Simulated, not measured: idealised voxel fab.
The process module presented herein is designated voxel ribs on slabs.
cross-section cut | 200 nm wide | cells 5 nm
Just so we're on the same page, the cross-sections are grids of square cells, and they're listed out in bands top to bottom, each band one or more rows deep.
It is stipulated that each band's entry specify, in nanometres, the height of the top of the band and then that of its bottom, followed by the materials of the band in left-to-right sequence, each together with its width in nanometres. A single material marked by the word "everywhere" is understood to fill the band from edge to edge; the word "air" is understood to denote empty space.
Height is counted from the level 0, under which the received wafer is composed throughout of one material. The lowest of the bands is not closed at the bottom but continues downward, in the notation "0..down".
With a width like "30->40", each row of cells in the band differs from the next by the same amount, the top row carrying the first number and the bottom row the second.
What does "remains unaltered" mean for a step? It means no cell of the cross-section changed in that step.
You'll see "Sealed internal voids" listing empty spaces that have no way open to the top, as long as they're 8 cells or more; the notation is width x height at distance, where the distance is from the left edge, and all of it is in nm.
Where a step's line continues beyond its settings, the continuation is a remark by the simulator itself on that step.
overlay nm: mask right of planned place by this much (step with mask). Neg. = left.
Process steps (planned):
1) op RECEIVE | material Si
2) op DIRECTIONAL_DEP | material SiO2 | thk nm 20
3) op DIRECTIONAL_DEP | material SiN | thk nm 25
4) op PATTERN | tone cover | mask id RIB | material resist | width nm 20 | thk nm 20 | overlay nm 0
5) op DIRECTIONAL_ETCH | etch materials SiN | depth nm 5
6) op STRIP | etch materials resist
7) op PATTERN | tone cover | mask id SLAB | material resist | width nm 80 | thk nm 15 | overlay nm 0
8) op DIRECTIONAL_ETCH | etch materials SiN | depth nm 20
9) op STRIP | etch materials resist
10) op FILL_DEP | material SiO2 | thk nm 30
11) op CMP | height nm 65
12) op DIRECTIONAL_DEP | material W | thk nm 10
13) op MASKED_ETCH | tone cover | mask id HEATER | width nm 30 | etch materials W | depth nm 10 | overlay nm 0
14) op CONFORMAL_DEP | material SiO2 | thk nm 10
Wafer cross-section on receipt, i.e. after step 1:
- 0..down = Si everywhere
- Sealed internal voids: none
Here's the wafer cut in cross-section after the module, started and planned just like above, except one thing was done wrong in the run:
- 75..65 = air=85  W=30  air=85
- 65..45 = SiO2 everywhere
- 45..40 = SiO2=90  SiN=20  SiO2=90
- 40..20 = SiO2=60  SiN=80  SiO2=60
- 20..0 = SiO2 everywhere
- 0..down = Si everywhere
- Sealed internal voids: none
Where did the run depart from the plan? skipped: plan step 14 (never run)
